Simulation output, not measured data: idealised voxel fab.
Process module heading - voxel capacitor over wiring
FYI the section here is cut, 200 nm wide, cells are 5 nm squares.
Cross-section layout: square cells on a grid; listed as bands, top to bottom; a band spans one or more cell rows.
Within each band entry, the heights of the top and of the bottom of the band appear first, in that order and in nm; the materials of the band then follow from left to right, each with its corresponding width in nm. The designation "all across" on a single material indicates that it fills the band from edge to edge; the designation "blank" indicates empty space.
Beneath 0, the wafer as received is one material, and that level is where height counting begins. The lowest band goes on downward without a bottom; it is written like "from 0 down".
Think of "30..40" as a width that walks from the first number to the second as you go down the band, top row to bottom row, taking equal-sized steps from row to row.
Given "changes: none" for a step, no cell of the cross-section differs between before and after that step.
Under "Closed void listing" you'll find the enclosed gaps, the ones with no way out to the top, that are 8 cells or bigger; each reads width x height at distance, with distance counted from the left edge, everything in nm.
It should be noted that, on the line of a given step, the content following the step's settings is a remark produced by the simulator itself with respect to that step.
A step's line can hold "overlay nm"; with a mask on that step, the setting says how far right of the planned place the mask lay, while a negative setting says it lay to the left.
### The process steps that were planned are listed below
1 RECEIVE: material Si
2 CONFORMAL_DEP: material SiO2, thk nm 15
3 DIRECTIONAL_DEP: material TiN, thk nm 5
4 DIRECTIONAL_DEP: material Ru, thk nm 15
5 PATTERN: tone cover, mask id METAL_1, material resist, width nm 25, pitch nm 85, thk nm 15, overlay nm 0
6 DIRECTIONAL_ETCH: etch materials Ru, depth nm 15
7 DIRECTIONAL_ETCH: etch materials TiN, depth nm 5
8 STRIP: etch materials resist
9 FILL_DEP: material lowk, thk nm 5
10 CMP: height nm 35
11 CONFORMAL_DEP: material SiCN, thk nm 5
12 DIRECTIONAL_DEP: material SiO2, thk nm 10
13 MASKED_ETCH: tone open, mask id PLUG_1, width nm 15, etch materials SiO2, depth nm 10, overlay nm 0
14 MASKED_ETCH: tone open, mask id PLUG_1, width nm 15, etch materials SiCN, depth nm 5, overlay nm 0
15 CONFORMAL_DEP: material TiN, thk nm 5
16 FILL_DEP: material W, thk nm 5
17 CMP: height nm 50
18 DIRECTIONAL_DEP: material TiN, thk nm 10
19 DIRECTIONAL_DEP: material HfO2, thk nm 5
20 DIRECTIONAL_DEP: material TiN, thk nm 5
21 DIRECTIONAL_DEP: material aC, thk nm 10
22 PATTERN: tone cover, mask id UPPER_PLATE, material resist, width nm 65, thk nm 30, overlay nm 0
23 DIRECTIONAL_ETCH: etch materials aC, depth nm 10
24 STRIP: etch materials resist
25 DIRECTIONAL_ETCH: etch materials TiN, depth nm 5
26 DIRECTIONAL_ETCH: etch materials HfO2, depth nm 5
27 STRIP: etch materials aC
28 MASKED_ETCH: tone cover, mask id LOWER_PLATE, width nm 75, etch materials TiN, depth nm 10, overlay nm 0
29 FILL_DEP: material SiO2, thk nm 20
30 CMP: height nm 85
31 MASKED_ETCH: tone open, mask id PLUG_2, width nm 15, etch materials SiO2, depth nm 15, overlay nm 0
32 CONFORMAL_DEP: material TiN, thk nm 5
33 FILL_DEP: material Cu, thk nm 5
34 CMP: height nm 85
35 CONFORMAL_DEP: material SiN, thk nm 5
### Wafer as received: cross-section following step 1
* from 0 down = Si all across
* Closed void listing: none
### Below is the wafer in cross-section after the module was completed. It began from the starting point shown above and followed the plan shown above, except that one mistake was made while running it
* from 90 to 85 = SiN all across
* from 85 to 75 = SiO2: 65 | TiN: 5 | Cu: 5 | TiN: 5 | SiO2: 120
* from 75 to 65 = SiO2: 65..55 | TiN: 15..65 | SiO2: 120..80
* from 65 to 60 = SiO2: 55 | HfO2: 65 | SiO2: 80
* from 60 to 50 = SiO2: 50 | TiN: 75 | SiO2: 75
* from 50 to 40 = SiO2: 55 | TiN: 5 | W: 5 | TiN: 5 | SiO2: 130
* from 40 to 35 = SiCN: 55 | TiN: 15 | SiCN: 130
* from 35 to 30 = lowk: 45 | TiN: 25 | lowk: 60 | TiN: 25 | lowk: 45
* from 30 to 0 = SiO2 all across
* from 0 down = Si all across
* Closed void listing: none
What broke from the plan during processing? step 2 of the plan was twice carried out
